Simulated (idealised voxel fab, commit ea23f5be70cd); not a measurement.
Title: Process Module voxel wiring stack
FYI the section here is cut, 210 nm wide, cells are 5 nm squares.
Each cross-section below is a grid of square cells, stated as bands in top-down order, with one or more rows of cells making up each band.
The band entry comprises the height of the band's top followed by the height of its bottom, expressed in nm, and subsequently the band's materials from left to right, each stated together with its width in nm. Where a single material is marked with the word "all across", that material fills the band from edge to edge. The word "blank" represents empty space.
Height datum 0, below which the as-received substrate wafer is one material. Lowest band open at the bottom, running downward: "0 nm and below".
Width "30 to 40": first value at the band's top row of cells, second value at its bottom row, equal change from row to row.
It should be understood that the words "nothing changed", when stated for a given step, signify that the cross-section underwent no change in any of its cells during that step.
Enclosed voids (no open way to top), threshold 8 cells or more, entry "Sealed void list", notation width x height at distance, distance from left edge, nm.
If you see something after the settings on a step's line, that's the simulator's own remark about that step.
overlay nm: mask offset rightward from planned place, masked step; negative means leftward offset.

**The steps planned for the process are as follows**
- 1: RECEIVE: material Si
- 2: CONFORMAL_DEP: material SiO2, thk nm 10
- 3: CONFORMAL_DEP: material SiCN, thk nm 5
- 4: DIRECTIONAL_DEP: material SiO2, thk nm 25
- 5: PATTERN: tone open, mask id METAL_1, material resist, width nm 30, pitch nm 60, thk nm 20, overlay nm 0
- 6: DIRECTIONAL_ETCH: etch materials SiO2, depth nm 25
- 7: DIRECTIONAL_ETCH: etch materials SiCN, depth nm 5
- 8: STRIP: etch materials resist
- 9: CONFORMAL_DEP: material TiN, thk nm 5
- 10: FILL_DEP: material Cu, thk nm 5
- 11: CMP: height nm 40
- 12: CONFORMAL_DEP: material SiCN, thk nm 5
- 13: DIRECTIONAL_DEP: material lowk, thk nm 25
- 14: PATTERN: tone open, mask id METAL_2_HOLES, material resist, width nm 15, pitch nm 60, thk nm 20, overlay nm 0
- 15: DIRECTIONAL_ETCH: etch materials lowk, depth nm 25
- 16: STRIP: etch materials resist
- 17: PATTERN: tone open, mask id METAL_2, material resist, width nm 30, pitch nm 60, thk nm 20, overlay nm 0
- 18: DIRECTIONAL_ETCH: etch materials lowk, depth nm 15
- 19: DIRECTIONAL_ETCH: etch materials SiCN, depth nm 5
- 20: STRIP: etch materials resist
- 21: CONFORMAL_DEP: material TiN, thk nm 5
- 22: FILL_DEP: material Ru, thk nm 10
- 23: CMP: height nm 70
- 24: CONFORMAL_DEP: material SiCN, thk nm 5
- 25: DIRECTIONAL_DEP: material SiO2, thk nm 15
- 26: PATTERN: tone open, mask id PLUG_2, material resist, width nm 15, thk nm 15, overlay nm 0
- 27: DIRECTIONAL_ETCH: etch materials SiO2, depth nm 15
- 28: DIRECTIONAL_ETCH: etch materials SiCN, depth nm 5
- 29: STRIP: etch materials resist
- 30: EPI: material Ru, thk nm 10
- 31: EPI: material Ru, thk nm 10
- 32: DIRECTIONAL_DEP: material TiN, thk nm 5
- 33: DIRECTIONAL_DEP: material Ru, thk nm 20
- 34: PATTERN: tone cover, mask id METAL_3, material resist, width nm 30, pitch nm 60, thk nm 20, overlay nm 0
- 35: DIRECTIONAL_ETCH: etch materials Ru, depth nm 20
- 36: DIRECTIONAL_ETCH: etch materials TiN, depth nm 5
- 37: STRIP: etch materials resist
- 38: CONFORMAL_DEP: material SiCN, thk nm 5
- 39: FILL_DEP: material SiO2, thk nm 10
- 40: CMP: height nm 115
- 41: CONFORMAL_DEP: material SiCN, thk nm 5
- 42: DIRECTIONAL_DEP: material SiO2, thk nm 30
- 43: PATTERN: tone open, mask id METAL_4_HOLES, material resist, width nm 15, pitch nm 60, thk nm 15, overlay nm 0
- 44: DIRECTIONAL_ETCH: etch materials SiO2, depth nm 30
- 45: STRIP: etch materials resist
- 46: MASKED_ETCH: tone open, mask id METAL_4, width nm 30, pitch nm 60, etch materials SiO2, depth nm 15, overlay nm 0
- 47: MASKED_ETCH: tone open, mask id METAL_4, width nm 30, pitch nm 60, etch materials SiCN, depth nm 5, overlay nm 0
- 48: CONFORMAL_DEP: material TiN, thk nm 5
- 49: FILL_DEP: material Cu, thk nm 10
- 50: CMP: height nm 150
- 51: CONFORMAL_DEP: material SiCN, thk nm 5

**Step 1 complete: cross-section of the wafer as received**
	0 nm and below: Si all across
	Sealed void list: none

**first wafer at the end, as planned**
	155 nm to 150 nm: SiCN all across
	150 nm to 140 nm: 60 of SiO2, 5 of TiN, 20 of Cu, 5 of TiN, 30 of SiO2, 5 of TiN, 20 of Cu, 5 of TiN, 60 of SiO2
	140 nm to 135 nm: 60 of SiO2, 5 of TiN, 5 of Cu, 20 of TiN, 30 of SiO2, 5 of TiN, 5 of Cu, 20 of TiN, 60 of SiO2
	135 nm to 120 nm: 60 of SiO2, 5 of TiN, 5 of Cu, 5 of TiN, 45 of SiO2, 5 of TiN, 5 of Cu, 5 of TiN, 75 of SiO2
	120 nm to 115 nm: 60 of SiCN, 15 of TiN, 45 of SiCN, 15 of TiN, 75 of SiCN
	115 nm to 95 nm: 55 of SiO2, 5 of SiCN, 30 of Ru, 5 of SiCN, 20 of SiO2, 5 of SiCN, 30 of Ru, 5 of SiCN, 55 of SiO2
	95 nm to 90 nm: 60 of SiCN, 30 of TiN, 30 of SiCN, 30 of TiN, 60 of SiCN
	90 nm to 75 nm: 60 of SiO2, 15 of Ru, 135 of SiO2
	75 nm to 70 nm: 60 of SiCN, 15 of Ru, 135 of SiCN
	70 nm to 60 nm: 60 of lowk, 5 of TiN, 20 of Ru, 5 of TiN, 30 of lowk, 5 of TiN, 20 of Ru, 5 of TiN, 60 of lowk
	60 nm to 55 nm: 60 of lowk, 5 of TiN, 5 of Ru, 20 of TiN, 30 of lowk, 5 of TiN, 5 of Ru, 20 of TiN, 60 of lowk
	55 nm to 45 nm: 60 of lowk, 5 of TiN, 5 of Ru, 5 of TiN, 45 of lowk, 5 of TiN, 5 of Ru, 5 of TiN, 75 of lowk
	45 nm to 40 nm: 60 of SiCN, 15 of TiN, 45 of SiCN, 15 of TiN, 75 of SiCN
	40 nm to 15 nm: 60 of SiO2, 5 of TiN, 20 of Cu, 5 of TiN, 30 of SiO2, 5 of TiN, 20 of Cu, 5 of TiN, 60 of SiO2
	15 nm to 10 nm: 60 of SiCN, 30 of TiN, 30 of SiCN, 30 of TiN, 60 of SiCN
	10 nm to 0 nm: SiO2 all across
	0 nm and below: Si all across
	Sealed void list: none

**Wafer two, sectioned after the module: the first wafer's start, the first wafer's plan, and one mistake in how it was run**
	155 nm to 150 nm: SiCN all across
	150 nm to 140 nm: 60 of SiO2, 5 of TiN, 20 of Cu, 5 of TiN, 30 of SiO2, 5 of TiN, 20 of Cu, 5 of TiN, 60 of SiO2
	140 nm to 135 nm: 60 of SiO2, 5 of TiN, 5 of Cu, 20 of TiN, 30 of SiO2, 5 of TiN, 5 of Cu, 20 of TiN, 60 of SiO2
	135 nm to 120 nm: 60 of SiO2, 5 of TiN, 5 of Cu, 5 of TiN, 45 of SiO2, 5 of TiN, 5 of Cu, 5 of TiN, 75 of SiO2
	120 nm to 115 nm: 60 of SiCN, 15 of TiN, 45 of SiCN, 15 of TiN, 75 of SiCN
	115 nm to 95 nm: 55 of SiO2, 5 of SiCN, 30 of Ru, 5 of SiCN, 20 of SiO2, 5 of SiCN, 30 of Ru, 5 of SiCN, 55 of SiO2
	95 nm to 90 nm: 60 of SiCN, 30 of TiN, 30 of SiCN, 30 of TiN, 60 of SiCN
	90 nm to 75 nm: 60 of SiO2, 15 of Ru, 135 of SiO2
	75 nm to 70 nm: 60 of SiCN, 15 of Ru, 135 of SiCN
	70 nm to 60 nm: 60 of lowk, 5 of TiN, 20 of Ru, 5 of TiN, 30 of lowk, 5 of TiN, 20 of Ru, 5 of TiN, 60 of lowk
	60 nm to 55 nm: 60 of lowk, 5 of TiN, 5 of Ru, 20 of TiN, 30 of lowk, 5 of TiN, 5 of Ru, 20 of TiN, 60 of lowk
	55 nm to 45 nm: 60 of lowk, 5 of TiN, 5 of Ru, 5 of TiN, 45 of lowk, 5 of TiN, 5 of Ru, 5 of TiN, 75 of lowk
	45 nm to 35 nm: 60 of SiCN, 15 to 30 of TiN, 45 to 30 of SiCN, 15 to 30 of TiN, 75 to 60 of SiCN
	35 nm to 0 nm: SiO2 all across
	0 nm and below: Si all across
	Sealed void list: none
What went wrong in running the wafer? order of steps 3 and 4 inverted relative to the plan
Final tally in cells, some materials are higher or lower on the second wafer than on the first: Cu -40, SiO2 +60, TiN -20
